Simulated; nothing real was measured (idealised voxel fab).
Proc. module: voxel self aligned vias
Each square cell in cross-section cut measures 5 nm, and the section as a whole is 210 nm wide.
A cross-section is a grid of square cells, given in bands from the top down. A band is one or more rows of cells.
Basically the band line says how high the top is and how high the bottom is, in nm, and then what's in it from left to right, every material with its width in nm. Empty space shows up as "blank", and if a single material carries "all across" it runs the full band edge to edge.
Ref level 0: as-received wafer is one material below here. Bottom band extends down with no lower bound ("0 and below").
Width "30..40": first value at the band's top row of cells, second value at its bottom row, equal change from row to row.
"remained unchanged" for a step: no cell of the cross-section changed in that step.
Any empty space of 8 cells or more lacking an open way to the top shows up in "Sealed void list" as width x height at distance, distance from the left edge, in nm.
Anything after a step's settings on that line? It's the simulator's own note about the step.
Steps that use a mask can have "overlay nm" on their line. It says how far the mask sat to the right of where it was meant to be. Negative means to the left.
How should the pairs below be read? Each gives the cross-section before one process step and the cross-section after it, the latter drawn only to the lowest band that changed; the step that lies between them, with its settings, appears under the pair. Does a pair pick up where the pair above left off? Only where its entry headed "Pre-process cross-section" says so, since pairs can come from different runs of this module on the same starting wafer.
### Pre-process cross-section
> 0 and below | Si all across
> Sealed void list: none
### As Processed
> 10 down to 0 | SiO2 all across
> Rest of section, below 0: as before.
> Sealed void list: none
The structure goes from the before cross-section above to the after cross-section through CONFORMAL_DEP (material SiO2; thk nm 10)
Pre-process cross-section: Reference is made to the cross-section shown after the step in the pair directly above, which represents the state prior to this step.
### As Processed
> 15 down to 10 | SiCN all across
> Rest of section, below 10: as before.
> Sealed void list: none
The structure goes from the before cross-section above to the after cross-section through CONFORMAL_DEP (material SiCN; thk nm 5)
Pre-process cross-section: Reference is made to the cross-section shown after the step in the pair directly above, which represents the state prior to this step.
### As Processed
> 40 down to 15 | lowk all across
> Rest of section, below 15: as before.
> Sealed void list: none
The structure goes from the before cross-section above to the after cross-section through DIRECTIONAL_DEP (material lowk; thk nm 25)
Pre-process cross-section: Reference is made to the cross-section shown after the step in the pair directly above, which represents the state prior to this step.
### As Processed
> 55 down to 40 | resist 35 nm; blank 25 nm; resist 30 nm; blank 25 nm; resist 30 nm; blank 25 nm; resist 40 nm
> Rest of section, below 40: as before.
> Sealed void list: none
The structure goes from the before cross-section above to the after cross-section through PATTERN (tone open; mask id LINES; material resist; width nm 25; pitch nm 55; thk nm 15; overlay nm 0)
Pre-process cross-section: Reference is made to the cross-section shown after the step in the pair directly above, which represents the state prior to this step.
### As Processed
> 55 down to 40 | resist 35 nm; blank 25 nm; resist 30 nm; blank 25 nm; resist 30 nm; blank 25 nm; resist 40 nm
> 40 down to 15 | lowk 35 nm; blank 25 nm; lowk 30 nm; blank 25 nm; lowk 30 nm; blank 25 nm; lowk 40 nm
> Rest of section, below 15: as before.
> Sealed void list: none
The structure goes from the before cross-section above to the after cross-section through DIRECTIONAL_ETCH (etch materials lowk; depth nm 25)
Pre-process cross-section: Reference is made to the cross-section shown after the step in the pair directly above, which represents the state prior to this step.
### As Processed
> 40 down to 15 | lowk 35 nm; blank 25 nm; lowk 30 nm; blank 25 nm; lowk 30 nm; blank 25 nm; lowk 40 nm
> Rest of section, below 15: as before.
> Sealed void list: none
The structure goes from the before cross-section above to the after cross-section through STRIP (etch materials resist)
Pre-process cross-section: Reference is made to the cross-section shown after the step in the pair directly above, which represents the state prior to this step.
### As Processed
> 45 down to 40 | TiN 40 nm; blank 15 nm; TiN 40 nm; blank 15 nm; TiN 40 nm; blank 15 nm; TiN 45 nm
> 40 down to 20 | lowk 35 nm; TiN 5 nm; blank 15 nm; TiN 5 nm; lowk 30 nm; TiN 5 nm; blank 15 nm; TiN 5 nm; lowk 30 nm; TiN 5 nm; blank 15 nm; TiN 5 nm; lowk 40 nm
> 20 down to 15 | lowk 35 nm; TiN 25 nm; lowk 30 nm; TiN 25 nm; lowk 30 nm; TiN 25 nm; lowk 40 nm
> Rest of section, below 15: as before.
> Sealed void list: none
The structure goes from the before cross-section above to the after cross-section through CONFORMAL_DEP (material TiN; thk nm 5)
Pre-process cross-section: Reference is made to the cross-section shown after the step in the pair directly above, which represents the state prior to this step.
### As Processed
> 50 down to 45 | Ru all across
> 45 down to 40 | TiN 40 nm; Ru 15 nm; TiN 40 nm; Ru 15 nm; TiN 40 nm; Ru 15 nm; TiN 45 nm
> 40 down to 20 | lowk 35 nm; TiN 5 nm; Ru 15 nm; TiN 5 nm; lowk 30 nm; TiN 5 nm; Ru 15 nm; TiN 5 nm; lowk 30 nm; TiN 5 nm; Ru 15 nm; TiN 5 nm; lowk 40 nm
> Rest of section, below 20: as before.
> Sealed void list: none
The structure goes from the before cross-section above to the after cross-section through FILL_DEP (material Ru; thk nm 5)
Pre-process cross-section: Reference is made to the cross-section shown after the step in the pair directly above, which represents the state prior to this step.
### As Processed
> 40 down to 20 | lowk 35 nm; TiN 5 nm; Ru 15 nm; TiN 5 nm; lowk 30 nm; TiN 5 nm; Ru 15 nm; TiN 5 nm; lowk 30 nm; TiN 5 nm; Ru 15 nm; TiN 5 nm; lowk 40 nm
> Rest of section, below 20: as before.
> Sealed void list: none
The structure goes from the before cross-section above to the after cross-section through CMP (height nm 40)
Pre-process cross-section: Reference is made to the cross-section shown after the step in the pair directly above, which represents the state prior to this step.
### As Processed
> 40 down to 30 | lowk 35 nm; blank 25 nm; lowk 30 nm; blank 25 nm; lowk 30 nm; blank 25 nm; lowk 40 nm
> Rest of section, below 30: as before.
> Sealed void list: none
The structure goes from the before cross-section above to the after cross-section through SELECTIVE_ETCH (etch materials W Ru TiN; depth nm 10)
Pre-process cross-section: Reference is made to the cross-section shown after the step in the pair directly above, which represents the state prior to this step.
### As Processed
> 45 down to 40 | SiN all across
> 40 down to 30 | lowk 35 nm; SiN 25 nm; lowk 30 nm; SiN 25 nm; lowk 30 nm; SiN 25 nm; lowk 40 nm
> Rest of section, below 30: as before.
> Sealed void list: none
The structure goes from the before cross-section above to the after cross-section through FILL_DEP (material SiN; thk nm 5)
Pre-process cross-section: Reference is made to the cross-section shown after the step in the pair directly above, which represents the state prior to this step.
### As Processed
> 40 down to 30 | lowk 35 nm; SiN 25 nm; lowk 30 nm; SiN 25 nm; lowk 30 nm; SiN 25 nm; lowk 40 nm
> Rest of section, below 30: as before.
> Sealed void list: none
The structure goes from the before cross-section above to the after cross-section through CMP (height nm 40)
Pre-process cross-section: Reference is made to the cross-section shown after the step in the pair directly above, which represents the state prior to this step.
### As Processed
> 60 down to 40 | lowk all across
> Rest of section, below 40: as before.
> Sealed void list: none
The structure goes from the before cross-section above to the after cross-section through DIRECTIONAL_DEP (material lowk; thk nm 20)
Pre-process cross-section: Reference is made to the cross-section shown after the step in the pair directly above, which represents the state prior to this step.
### As Processed
> 60 down to 40 | lowk 30 nm; blank 35 nm; lowk 20 nm; blank 35 nm; lowk 20 nm; blank 35 nm; lowk 35 nm
> Rest of section, below 40: as before.
> Sealed void list: none
The structure goes from the before cross-section above to the after cross-section through MASKED_ETCH (tone open; mask id VIAS; width nm 35; pitch nm 55; etch materials lowk; depth nm 20; overlay nm 0)
Pre-process cross-section: Reference is made to the cross-section shown after the step in the pair directly above, which represents the state prior to this step.
### As Processed
> 60 down to 40 | lowk 30 nm; blank 35 nm; lowk 20 nm; blank 35 nm; lowk 20 nm; blank 35 nm; lowk 35 nm
> 40 down to 30 | lowk 35 nm; blank 25 nm; lowk 30 nm; blank 25 nm; lowk 30 nm; blank 25 nm; lowk 40 nm
> Rest of section, below 30: as before.
> Sealed void list: none
The structure goes from the before cross-section above to the after cross-section through MASKED_ETCH (tone open; mask id VIAS; width nm 35; pitch nm 55; etch materials SiN; depth nm 10; overlay nm 0)
Pre-process cross-section: Reference is made to the cross-section shown after the step in the pair directly above, which represents the state prior to this step.
### As Processed
> 65 down to 60 | TiN 35 nm; blank 25 nm; TiN 30 nm; blank 25 nm; TiN 30 nm; blank 25 nm; TiN 40 nm
> 60 down to 45 | lowk 30 nm; TiN 5 nm; blank 25 nm; TiN 5 nm; lowk 20 nm; TiN 5 nm; blank 25 nm; TiN 5 nm; lowk 20 nm; TiN 5 nm; blank 25 nm; TiN 5 nm; lowk 35 nm
> 45 down to 35 | lowk 30..35 nm; TiN 10..5 nm; blank 15 nm; TiN 10..5 nm; lowk 20..30 nm; TiN 10..5 nm; blank 15 nm; TiN 10..5 nm; lowk 20..30 nm; TiN 10..5 nm; blank 15 nm; TiN 10..5 nm; lowk 35..40 nm
> 35 down to 30 | lowk 35 nm; TiN 25 nm; lowk 30 nm; TiN 25 nm; lowk 30 nm; TiN 25 nm; lowk 40 nm
> Rest of section, below 30: as before.
> Sealed void list: none
The structure goes from the before cross-section above to the after cross-section through CONFORMAL_DEP (material TiN; thk nm 5)
Pre-process cross-section: Reference is made to the cross-section shown after the step in the pair directly above, which represents the state prior to this step.
### As Processed
> 70 down to 65 | Ru all across
> 65 down to 60 | TiN 35 nm; Ru 25 nm; TiN 30 nm; Ru 25 nm; TiN 30 nm; Ru 25 nm; TiN 40 nm
> 60 down to 45 | lowk 30 nm; TiN 5 nm; Ru 25 nm; TiN 5 nm; lowk 20 nm; TiN 5 nm; Ru 25 nm; TiN 5 nm; lowk 20 nm; TiN 5 nm; Ru 25 nm; TiN 5 nm; lowk 35 nm
> 45 down to 35 | lowk 30..35 nm; TiN 10..5 nm; Ru 15 nm; TiN 10..5 nm; lowk 20..30 nm; TiN 10..5 nm; Ru 15 nm; TiN 10..5 nm; lowk 20..30 nm; TiN 10..5 nm; Ru 15 nm; TiN 10..5 nm; lowk 35..40 nm
> Rest of section, below 35: as before.
> Sealed void list: none
The structure goes from the before cross-section above to the after cross-section through FILL_DEP (material Ru; thk nm 5)
Pre-process cross-section: Reference is made to the cross-section shown after the step in the pair directly above, which represents the state prior to this step.
### As Processed
> 60 down to 45 | lowk 30 nm; TiN 5 nm; Ru 25 nm; TiN 5 nm; lowk 20 nm; TiN 5 nm; Ru 25 nm; TiN 5 nm; lowk 20 nm; TiN 5 nm; Ru 25 nm; TiN 5 nm; lowk 35 nm
> Rest of section, below 45: as before.
> Sealed void list: none
The structure goes from the before cross-section above to the after cross-section through CMP (height nm 60)
Pre-process cross-section: Reference is made to the cross-section shown after the step in the pair directly above, which represents the state prior to this step.
### As Processed
> 65 down to 60 | SiN all across
> Rest of section, below 60: as before.
> Sealed void list: none
The structure goes from the before cross-section above to the after cross-section through CONFORMAL_DEP (material SiN; thk nm 5)
### Pre-process cross-section
> 10 down to 0 | SiO2 all across
> 0 and below | Si all across
> Sealed void list: none
### As Processed
> 35 down to 10 | lowk all across
> Rest of section, below 10: as before.
> Sealed void list: none
The structure goes from the before cross-section above to the after cross-section through DIRECTIONAL_DEP (material lowk; thk nm 25)
Pre-process cross-section: Reference is made to the cross-section shown after the step in the pair directly above, which represents the state prior to this step.
### As Processed
> 50 down to 35 | resist 35 nm; blank 25 nm; resist 30 nm; blank 25 nm; resist 30 nm; blank 25 nm; resist 40 nm
> Rest of section, below 35: as before.
> Sealed void list: none
The structure goes from the before cross-section above to the after cross-section through PATTERN (tone open; mask id LINES; material resist; width nm 25; pitch nm 55; thk nm 15; overlay nm 0)
Pre-process cross-section: Reference is made to the cross-section shown after the step in the pair directly above, which represents the state prior to this step.
### As Processed
> 50 down to 35 | resist 35 nm; blank 25 nm; resist 30 nm; blank 25 nm; resist 30 nm; blank 25 nm; resist 40 nm
> 35 down to 10 | lowk 35 nm; blank 25 nm; lowk 30 nm; blank 25 nm; lowk 30 nm; blank 25 nm; lowk 40 nm
> Rest of section, below 10: as before.
> Sealed void list: none
The structure goes from the before cross-section above to the after cross-section through DIRECTIONAL_ETCH (etch materials lowk; depth nm 25)
Pre-process cross-section: Reference is made to the cross-section shown after the step in the pair directly above, which represents the state prior to this step.
### As Processed
> 35 down to 10 | lowk 35 nm; blank 25 nm; lowk 30 nm; blank 25 nm; lowk 30 nm; blank 25 nm; lowk 40 nm
> Rest of section, below 10: as before.
> Sealed void list: none
The structure goes from the before cross-section above to the after cross-section through STRIP (etch materials resist)
Pre-process cross-section: Reference is made to the cross-section shown after the step in the pair directly above, which represents the state prior to this step.
### As Processed
> 40 down to 35 | TiN 40 nm; blank 15 nm; TiN 40 nm; blank 15 nm; TiN 40 nm; blank 15 nm; TiN 45 nm
> 35 down to 15 | lowk 35 nm; TiN 5 nm; blank 15 nm; TiN 5 nm; lowk 30 nm; TiN 5 nm; blank 15 nm; TiN 5 nm; lowk 30 nm; TiN 5 nm; blank 15 nm; TiN 5 nm; lowk 40 nm
> 15 down to 10 | lowk 35 nm; TiN 25 nm; lowk 30 nm; TiN 25 nm; lowk 30 nm; TiN 25 nm; lowk 40 nm
> Rest of section, below 10: as before.
> Sealed void list: none
The structure goes from the before cross-section above to the after cross-section through CONFORMAL_DEP (material TiN; thk nm 5)
Pre-process cross-section: Reference is made to the cross-section shown after the step in the pair directly above, which represents the state prior to this step.
### As Processed
> 45 down to 40 | Ru all across
> 40 down to 35 | TiN 40 nm; Ru 15 nm; TiN 40 nm; Ru 15 nm; TiN 40 nm; Ru 15 nm; TiN 45 nm
> 35 down to 15 | lowk 35 nm; TiN 5 nm; Ru 15 nm; TiN 5 nm; lowk 30 nm; TiN 5 nm; Ru 15 nm; TiN 5 nm; lowk 30 nm; TiN 5 nm; Ru 15 nm; TiN 5 nm; lowk 40 nm
> Rest of section, below 15: as before.
> Sealed void list: none
The structure goes from the before cross-section above to the after cross-section through FILL_DEP (material Ru; thk nm 5)
Pre-process cross-section: Reference is made to the cross-section shown after the step in the pair directly above, which represents the state prior to this step.
### As Processed
> 40 down to 35 | TiN 40 nm; Ru 15 nm; TiN 40 nm; Ru 15 nm; TiN 40 nm; Ru 15 nm; TiN 45 nm
> Rest of section, below 35: as before.
> Sealed void list: none
The structure goes from the before cross-section above to the after cross-section through CMP (height nm 40)
Pre-process cross-section: Reference is made to the cross-section shown after the step in the pair directly above, which represents the state prior to this step.
### As Processed
> 35 down to 30 | lowk 35 nm; blank 25 nm; lowk 30 nm; blank 25 nm; lowk 30 nm; blank 25 nm; lowk 40 nm
> Rest of section, below 30: as before.
> Sealed void list: none
The structure goes from the before cross-section above to the after cross-section through SELECTIVE_ETCH (etch materials W Ru TiN; depth nm 10)
Pre-process cross-section: Reference is made to the cross-section shown after the step in the pair directly above, which represents the state prior to this step.
### As Processed
> 40 down to 35 | SiN all across
> 35 down to 30 | lowk 35 nm; SiN 25 nm; lowk 30 nm; SiN 25 nm; lowk 30 nm; SiN 25 nm; lowk 40 nm
> Rest of section, below 30: as before.
> Sealed void list: none
The structure goes from the before cross-section above to the after cross-section through FILL_DEP (material SiN; thk nm 5)
Pre-process cross-section: Reference is made to the cross-section shown after the step in the pair directly above, which represents the state prior to this step.
### As Processed
> 60 down to 40 | lowk all across
> Rest of section, below 40: as before.
> Sealed void list: none
The structure goes from the before cross-section above to the after cross-section through DIRECTIONAL_DEP (material lowk; thk nm 20)
Pre-process cross-section: Reference is made to the cross-section shown after the step in the pair directly above, which represents the state prior to this step.
### As Processed
> 60 down to 40 | lowk 30 nm; blank 35 nm; lowk 20 nm; blank 35 nm; lowk 20 nm; blank 35 nm; lowk 35 nm
> Rest of section, below 40: as before.
> Sealed void list: none
The structure goes from the before cross-section above to the after cross-section through MASKED_ETCH (tone open; mask id VIAS; width nm 35; pitch nm 55; etch materials lowk; depth nm 20; overlay nm 0)
Pre-process cross-section: Reference is made to the cross-section shown after the step in the pair directly above, which represents the state prior to this step.
### As Processed
> 60 down to 40 | lowk 30 nm; blank 35 nm; lowk 20 nm; blank 35 nm; lowk 20 nm; blank 35 nm; lowk 35 nm
> 40 down to 35 | SiN 30 nm; blank 35 nm; SiN 20 nm; blank 35 nm; SiN 20 nm; blank 35 nm; SiN 35 nm
> 35 down to 30 | lowk 35 nm; blank 25 nm; lowk 30 nm; blank 25 nm; lowk 30 nm; blank 25 nm; lowk 40 nm
> Rest of section, below 30: as before.
> Sealed void list: none
The structure goes from the before cross-section above to the after cross-section through MASKED_ETCH (tone open; mask id VIAS; width nm 35; pitch nm 55; etch materials SiN; depth nm 10; overlay nm 0)
Pre-process cross-section: Reference is made to the cross-section shown after the step in the pair directly above, which represents the state prior to this step.
### As Processed
> 65 down to 60 | TiN 35 nm; blank 25 nm; TiN 30 nm; blank 25 nm; TiN 30 nm; blank 25 nm; TiN 40 nm
> 60 down to 40 | lowk 30 nm; TiN 5 nm; blank 25 nm; TiN 5 nm; lowk 20 nm; TiN 5 nm; blank 25 nm; TiN 5 nm; lowk 20 nm; TiN 5 nm; blank 25 nm; TiN 5 nm; lowk 35 nm
> 40 down to 35 | SiN 30 nm; TiN 10 nm; blank 15 nm; TiN 10 nm; SiN 20 nm; TiN 10 nm; blank 15 nm; TiN 10 nm; SiN 20 nm; TiN 10 nm; blank 15 nm; TiN 10 nm; SiN 35 nm
> 35 down to 30 | lowk 35 nm; TiN 25 nm; lowk 30 nm; TiN 25 nm; lowk 30 nm; TiN 25 nm; lowk 40 nm
> Rest of section, below 30: as before.
> Sealed void list: none
The structure goes from the before cross-section above to the after cross-section through CONFORMAL_DEP (material TiN; thk nm 5)
Pre-process cross-section: Reference is made to the cross-section shown after the step in the pair directly above, which represents the state prior to this step.
### As Processed
> 70 down to 65 | Ru all across
> 65 down to 60 | TiN 35 nm; Ru 25 nm; TiN 30 nm; Ru 25 nm; TiN 30 nm; Ru 25 nm; TiN 40 nm
> 60 down to 40 | lowk 30 nm; TiN 5 nm; Ru 25 nm; TiN 5 nm; lowk 20 nm; TiN 5 nm; Ru 25 nm; TiN 5 nm; lowk 20 nm; TiN 5 nm; Ru 25 nm; TiN 5 nm; lowk 35 nm
> 40 down to 35 | SiN 30 nm; TiN 10 nm; Ru 15 nm; TiN 10 nm; SiN 20 nm; TiN 10 nm; Ru 15 nm; TiN 10 nm; SiN 20 nm; TiN 10 nm; Ru 15 nm; TiN 10 nm; SiN 35 nm
> Rest of section, below 35: as before.
> Sealed void list: none
The structure goes from the before cross-section above to the after cross-section through FILL_DEP (material Ru; thk nm 5)
Pre-process cross-section: Reference is made to the cross-section shown after the step in the pair directly above, which represents the state prior to this step.
### As Processed
> 60 down to 40 | lowk 30 nm; TiN 5 nm; Ru 25 nm; TiN 5 nm; lowk 20 nm; TiN 5 nm; Ru 25 nm; TiN 5 nm; lowk 20 nm; TiN 5 nm; Ru 25 nm; TiN 5 nm; lowk 35 nm
> Rest of section, below 40: as before.
> Sealed void list: none
The structure goes from the before cross-section above to the after cross-section through CMP (height nm 60)
Pre-process cross-section: Reference is made to the cross-section shown after the step in the pair directly above, which represents the state prior to this step.
### As Processed
> 65 down to 60 | SiN all across
> Rest of section, below 60: as before.
> Sealed void list: none
The structure goes from the before cross-section above to the after cross-section through CONFORMAL_DEP (material SiN; thk nm 5)
### Pre-process cross-section
> 60 down to 40 | lowk 30 nm; blank 35 nm; lowk 20 nm; blank 35 nm; lowk 20 nm; blank 35 nm; lowk 35 nm
> 40 down to 30 | lowk 35 nm; SiN 25 nm; lowk 30 nm; SiN 25 nm; lowk 30 nm; SiN 25 nm; lowk 40 nm
> 30 down to 20 | lowk 35 nm; TiN 5 nm; Ru 15 nm; TiN 5 nm; lowk 30 nm; TiN 5 nm; Ru 15 nm; TiN 5 nm; lowk 30 nm; TiN 5 nm; Ru 15 nm; TiN 5 nm; lowk 40 nm
> 20 down to 15 | lowk 35 nm; TiN 25 nm; lowk 30 nm; TiN 25 nm; lowk 30 nm; TiN 25 nm; lowk 40 nm
> 15 down to 10 | SiCN all across
> 10 down to 0 | SiO2 all across
> 0 and below | Si all across
> Sealed void list: none
### As Processed
> 60 down to 40 | lowk 30 nm; blank 35 nm; lowk 20 nm; blank 35 nm; lowk 20 nm; blank 35 nm; lowk 35 nm
> 40 down to 30 | lowk 30 nm; blank 5 nm; SiN 25 nm; blank 5 nm; lowk 20 nm; blank 5 nm; SiN 25 nm; blank 5 nm; lowk 20 nm; blank 5 nm; SiN 25 nm; blank 5 nm; lowk 35 nm
> 30 down to 20 | lowk 30 nm; blank 5 nm; TiN 5 nm; Ru 15 nm; TiN 5 nm; blank 5 nm; lowk 20 nm; blank 5 nm; TiN 5 nm; Ru 15 nm; TiN 5 nm; blank 5 nm; lowk 20 nm; blank 5 nm; TiN 5 nm; Ru 15 nm; TiN 5 nm; blank 5 nm; lowk 35 nm
> Rest of section, below 20: as before.
> Sealed void list: none
The structure goes from the before cross-section above to the after cross-section through MASKED_ETCH (tone open; mask id VIAS; width nm 35; pitch nm 55; etch materials lowk; depth nm 20; overlay nm 0)
Pre-process cross-section: Reference is made to the cross-section shown after the step in the pair directly above, which represents the state prior to this step.
### As Processed
> 60 down to 30 | lowk 30 nm; blank 35 nm; lowk 20 nm; blank 35 nm; lowk 20 nm; blank 35 nm; lowk 35 nm
> Rest of section, below 30: as before.
> Sealed void list: none
The structure goes from the before cross-section above to the after cross-section through MASKED_ETCH (tone open; mask id VIAS; width nm 35; pitch nm 55; etch materials SiN; depth nm 10; overlay nm 0)
Pre-process cross-section: Reference is made to the cross-section shown after the step in the pair directly above, which represents the state prior to this step.
### As Processed
> 65 down to 60 | TiN 35 nm; blank 25 nm; TiN 30 nm; blank 25 nm; TiN 30 nm; blank 25 nm; TiN 40 nm
> 60 down to 35 | lowk 30 nm; TiN 5 nm; blank 25 nm; TiN 5 nm; lowk 20 nm; TiN 5 nm; blank 25 nm; TiN 5 nm; lowk 20 nm; TiN 5 nm; blank 25 nm; TiN 5 nm; lowk 35 nm
> 35 down to 30 | lowk 30 nm; TiN 35 nm; lowk 20 nm; TiN 35 nm; lowk 20 nm; TiN 35 nm; lowk 35 nm
> 30 down to 20 | lowk 30 nm; TiN 10 nm; Ru 15 nm; TiN 10 nm; lowk 20 nm; TiN 10 nm; Ru 15 nm; TiN 10 nm; lowk 20 nm; TiN 10 nm; Ru 15 nm; TiN 10 nm; lowk 35 nm
> Rest of section, below 20: as before.
> Sealed void list: none
The structure goes from the before cross-section above to the after cross-section through CONFORMAL_DEP (material TiN; thk nm 5)
Pre-process cross-section: Reference is made to the cross-section shown after the step in the pair directly above, which represents the state prior to this step.
### As Processed
> 70 down to 65 | Ru all across
> 65 down to 60 | TiN 35 nm; Ru 25 nm; TiN 30 nm; Ru 25 nm; TiN 30 nm; Ru 25 nm; TiN 40 nm
> 60 down to 35 | lowk 30 nm; TiN 5 nm; Ru 25 nm; TiN 5 nm; lowk 20 nm; TiN 5 nm; Ru 25 nm; TiN 5 nm; lowk 20 nm; TiN 5 nm; Ru 25 nm; TiN 5 nm; lowk 35 nm
> Rest of section, below 35: as before.
> Sealed void list: none
The structure goes from the before cross-section above to the after cross-section through FILL_DEP (material Ru; thk nm 5)
Pre-process cross-section: Reference is made to the cross-section shown after the step in the pair directly above, which represents the state prior to this step.
### As Processed
> 60 down to 35 | lowk 30 nm; TiN 5 nm; Ru 25 nm; TiN 5 nm; lowk 20 nm; TiN 5 nm; Ru 25 nm; TiN 5 nm; lowk 20 nm; TiN 5 nm; Ru 25 nm; TiN 5 nm; lowk 35 nm
> Rest of section, below 35: as before.
> Sealed void list: none
The structure goes from the before cross-section above to the after cross-section through CMP (height nm 60)
Pre-process cross-section: Reference is made to the cross-section shown after the step in the pair directly above, which represents the state prior to this step.
### As Processed
> 65 down to 60 | SiN all across
> Rest of section, below 60: as before.
> Sealed void list: none
The structure goes from the before cross-section above to the after cross-section through CONFORMAL_DEP (material SiN; thk nm 5)
### Pre-process cross-section
> 35 down to 10 | lowk all across
> 10 down to 0 | SiO2 all across
> 0 and below | Si all across
> Sealed void list: none
### As Processed
> 40 down to 35 | SiCN all across
> Rest of section, below 35: as before.
> Sealed void list: none
The structure goes from the before cross-section above to the after cross-section through CONFORMAL_DEP (material SiCN; thk nm 5)
Pre-process cross-section: Reference is made to the cross-section shown after the step in the pair directly above, which represents the state prior to this step.
### As Processed
> 55 down to 40 | resist 35 nm; blank 25 nm; resist 30 nm; blank 25 nm; resist 30 nm; blank 25 nm; resist 40 nm
> Rest of section, below 40: as before.
> Sealed void list: none
The structure goes from the before cross-section above to the after cross-section through PATTERN (tone open; mask id LINES; material resist; width nm 25; pitch nm 55; thk nm 15; overlay nm 0)
Pre-process cross-section: Reference is made to the cross-section shown after the step in the pair directly above, which represents the state prior to this step.
### As Processed
> 40 down to 35 | SiCN all across
> Rest of section, below 35: as before.
> Sealed void list: none
The structure goes from the before cross-section above to the after cross-section through STRIP (etch materials resist)
Pre-process cross-section: Reference is made to the cross-section shown after the step in the pair directly above, which represents the state prior to this step.
### As Processed
> 45 down to 40 | TiN all across
> Rest of section, below 40: as before.
> Sealed void list: none
The structure goes from the before cross-section above to the after cross-section through CONFORMAL_DEP (material TiN; thk nm 5)
Pre-process cross-section: Reference is made to the cross-section shown after the step in the pair directly above, which represents the state prior to this step.
### As Processed
> 50 down to 45 | Ru all across
> Rest of section, below 45: as before.
> Sealed void list: none
The structure goes from the before cross-section above to the after cross-section through FILL_DEP (material Ru; thk nm 5)
Pre-process cross-section: Reference is made to the cross-section shown after the step in the pair directly above, which represents the state prior to this step.
### As Processed
> 40 down to 35 | SiCN all across
> Rest of section, below 35: as before.
> Sealed void list: none
The structure goes from the before cross-section above to the after cross-section through CMP (height nm 40)
Pre-process cross-section: Reference is made to the cross-section shown after the step in the pair directly above, which represents the state prior to this step.
### As Processed
> 45 down to 40 | SiN all across
> Rest of section, below 40: as before.
> Sealed void list: none
The structure goes from the before cross-section above to the after cross-section through FILL_DEP (material SiN; thk nm 5)
Pre-process cross-section: Reference is made to the cross-section shown after the step in the pair directly above, which represents the state prior to this step.
### As Processed
> 40 down to 35 | SiCN all across
> Rest of section, below 35: as before.
> Sealed void list: none
The structure goes from the before cross-section above to the after cross-section through CMP (height nm 40)
Pre-process cross-section: Reference is made to the cross-section shown after the step in the pair directly above, which represents the state prior to this step.
### As Processed
> 60 down to 40 | lowk all across
> Rest of section, below 40: as before.
> Sealed void list: none
The structure goes from the before cross-section above to the after cross-section through DIRECTIONAL_DEP (material lowk; thk nm 20)
Pre-process cross-section: Reference is made to the cross-section shown after the step in the pair directly above, which represents the state prior to this step.
### As Processed
> 60 down to 40 | lowk 30 nm; blank 35 nm; lowk 20 nm; blank 35 nm; lowk 20 nm; blank 35 nm; lowk 35 nm
> Rest of section, below 40: as before.
> Sealed void list: none
The structure goes from the before cross-section above to the after cross-section through MASKED_ETCH (tone open; mask id VIAS; width nm 35; pitch nm 55; etch materials lowk; depth nm 20; overlay nm 0)
Pre-process cross-section: Reference is made to the cross-section shown after the step in the pair directly above, which represents the state prior to this step.
### As Processed
> 65 down to 60 | TiN 35 nm; blank 25 nm; TiN 30 nm; blank 25 nm; TiN 30 nm; blank 25 nm; TiN 40 nm
> 60 down to 45 | lowk 30 nm; TiN 5 nm; blank 25 nm; TiN 5 nm; lowk 20 nm; TiN 5 nm; blank 25 nm; TiN 5 nm; lowk 20 nm; TiN 5 nm; blank 25 nm; TiN 5 nm; lowk 35 nm
> 45 down to 40 | lowk 30 nm; TiN 35 nm; lowk 20 nm; TiN 35 nm; lowk 20 nm; TiN 35 nm; lowk 35 nm
> Rest of section, below 40: as before.
> Sealed void list: none
The structure goes from the before cross-section above to the after cross-section through CONFORMAL_DEP (material TiN; thk nm 5)
Pre-process cross-section: Reference is made to the cross-section shown after the step in the pair directly above, which represents the state prior to this step.
### As Processed
> 70 down to 65 | Ru all across
> 65 down to 60 | TiN 35 nm; Ru 25 nm; TiN 30 nm; Ru 25 nm; TiN 30 nm; Ru 25 nm; TiN 40 nm
> 60 down to 45 | lowk 30 nm; TiN 5 nm; Ru 25 nm; TiN 5 nm; lowk 20 nm; TiN 5 nm; Ru 25 nm; TiN 5 nm; lowk 20 nm; TiN 5 nm; Ru 25 nm; TiN 5 nm; lowk 35 nm
> Rest of section, below 45: as before.
> Sealed void list: none
The structure goes from the before cross-section above to the after cross-section through FILL_DEP (material Ru; thk nm 5)
Pre-process cross-section: Reference is made to the cross-section shown after the step in the pair directly above, which represents the state prior to this step.
### As Processed
> 60 down to 45 | lowk 30 nm; TiN 5 nm; Ru 25 nm; TiN 5 nm; lowk 20 nm; TiN 5 nm; Ru 25 nm; TiN 5 nm; lowk 20 nm; TiN 5 nm; Ru 25 nm; TiN 5 nm; lowk 35 nm
> Rest of section, below 45: as before.
> Sealed void list: none
The structure goes from the before cross-section above to the after cross-section through CMP (height nm 60)
Pre-process cross-section: Reference is made to the cross-section shown after the step in the pair directly above, which represents the state prior to this step.
### As Processed
> 65 down to 60 | SiN all across
> Rest of section, below 60: as before.
> Sealed void list: none
The structure goes from the before cross-section above to the after cross-section through CONFORMAL_DEP (material SiN; thk nm 5)
### Pre-process cross-section
> 60 down to 45 | lowk 30 nm; TiN 5 nm; Ru 25 nm; TiN 5 nm; lowk 20 nm; TiN 5 nm; Ru 25 nm; TiN 5 nm; lowk 20 nm; TiN 5 nm; Ru 25 nm; TiN 5 nm; lowk 35 nm
> 45 down to 35 | lowk 30..35 nm; TiN 10..5 nm; Ru 15 nm; TiN 10..5 nm; lowk 20..30 nm; TiN 10..5 nm; Ru 15 nm; TiN 10..5 nm; lowk 20..30 nm; TiN 10..5 nm; Ru 15 nm; TiN 10..5 nm; lowk 35..40 nm
> 35 down to 30 | lowk 35 nm; TiN 25 nm; lowk 30 nm; TiN 25 nm; lowk 30 nm; TiN 25 nm; lowk 40 nm
> 30 down to 20 | lowk 35 nm; TiN 5 nm; Ru 15 nm; TiN 5 nm; lowk 30 nm; TiN 5 nm; Ru 15 nm; TiN 5 nm; lowk 30 nm; TiN 5 nm; Ru 15 nm; TiN 5 nm; lowk 40 nm
> 20 down to 15 | lowk 35 nm; TiN 25 nm; lowk 30 nm; TiN 25 nm; lowk 30 nm; TiN 25 nm; lowk 40 nm
> 15 down to 10 | SiCN all across
> 10 down to 0 | SiO2 all across
> 0 and below | Si all across
> Sealed void list: none
### As Processed
> 75 down to 60 | SiN all across
> Rest of section, below 60: as before.
> Sealed void list: none
The structure goes from the before cross-section above to the after cross-section through CONFORMAL_DEP (material SiN; thk nm 15)
